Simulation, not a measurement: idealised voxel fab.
process module | voxel ribs on slabs
Square cells of 5 nm make up the cross-section cut, whose width is 275 nm.
Cross-section format: a grid of square cells, given as bands from top to bottom; each band is one or more rows of cells.
Heights first: top, then bottom, in nm. Then materials, left to right, each with a width in nm. "everywhere" on a single material: fills the band edge to edge. "air": empty space.
Below 0: as-received wafer, all one material; heights counted from there. Lowest band: no bottom, goes on down, written "z 0 and below".
Width "30 to 40": first value at the band's top row of cells, second value at its bottom row, equal change from row to row.
You'll sometimes find "no change" written for a step, and that's the way of saying that nowhere in the cross-section did a cell change during that step.
So "Closed voids list" is basically the list of trapped voids: any empty space of 8 cells or more that can't reach the top through an opening. They're written width x height at distance, the distance being from the left edge, and it's all nm.
Text after the settings on a step's line: the simulator's own remark on that step.
overlay nm, on a step with a mask: how far to the right of its planned place the mask lay; to the left if negative
**Here's what the planned process steps look like**
1. op RECEIVE | material Si
2. op DIRECTIONAL_DEP | material SiO2 | thk nm 30
3. op DIRECTIONAL_DEP | material polySi | thk nm 25
4. op MASKED_ETCH | tone cover | mask id RIB | width nm 15 | etch materials polySi | depth nm 15 | overlay nm -15
5. op PATTERN | tone cover | mask id SLAB | material resist | width nm 75 | thk nm 15 | overlay nm 0
6. op DIRECTIONAL_ETCH | etch materials polySi | depth nm 10
7. op STRIP | etch materials resist
8. op FILL_DEP | material SiO2 | thk nm 25
9. op CMP | height nm 75
10. op DIRECTIONAL_DEP | material W | thk nm 5
11. op DIRECTIONAL_DEP | material aC | thk nm 15
12. op PATTERN | tone cover | mask id HEATER | material resist | width nm 25 | thk nm 30 | overlay nm 0
13. op DIRECTIONAL_ETCH | etch materials aC | depth nm 15
14. op STRIP | etch materials resist
15. op DIRECTIONAL_ETCH | etch materials W | depth nm 5
16. op STRIP | etch materials aC
17. op CONFORMAL_DEP | material SiO2 | thk nm 10
Wafer-to-wafer difference: overlay nm, step 4. Common start. Plan = first wafer's value.
**This is how the first of several wafers looked in cross-section when it arrived, which is after step 1**
	z 0 and below  Si everywhere
	Closed voids list: none
**First of several wafers in cross-section at module end, following the final step, step 17**
	z 90 to 85  air 115; SiO2 45; air 115
	z 85 to 80  SiO2 everywhere
	z 80 to 75  SiO2 125; W 25; SiO2 125
	z 75 to 55  SiO2 everywhere
	z 55 to 40  SiO2 115; polySi 15; SiO2 145
	z 40 to 30  SiO2 100; polySi 75; SiO2 100
	z 30 to 0  SiO2 everywhere
	z 0 and below  Si everywhere
	Closed voids list: none
**Here we cross-sectioned the last of the wafers once the module was done**
	z 90 to 85  air 115; SiO2 45; air 115
	z 85 to 80  SiO2 everywhere
	z 80 to 75  SiO2 125; W 25; SiO2 125
	z 75 to 55  SiO2 everywhere
	z 55 to 40  SiO2 145; polySi 15; SiO2 115
	z 40 to 30  SiO2 100; polySi 75; SiO2 100
	z 30 to 0  SiO2 everywhere
	z 0 and below  Si everywhere
	Closed voids list: none
**What follows is a table in which each wafer occupies a row; for the wafer as it stands at the close of the module, the row states, material by material, how many cells have been gained (+) or lost (-) since receipt, and then gives its closed voids**
overlay nm -15; +900 SiO2; +5 W; +39 polySi; Closed voids list: none
overlay nm -10; +900 SiO2; +5 W; +39 polySi; Closed voids list: none
overlay nm -5; +900 SiO2; +5 W; +39 polySi; Closed voids list: none
overlay nm 0; +900 SiO2; +5 W; +39 polySi; Closed voids list: none
overlay nm 5; +900 SiO2; +5 W; +39 polySi; Closed voids list: none
overlay nm 10; +900 SiO2; +5 W; +39 polySi; Closed voids list: none
overlay nm 15; +900 SiO2; +5 W; +39 polySi; Closed voids list: none
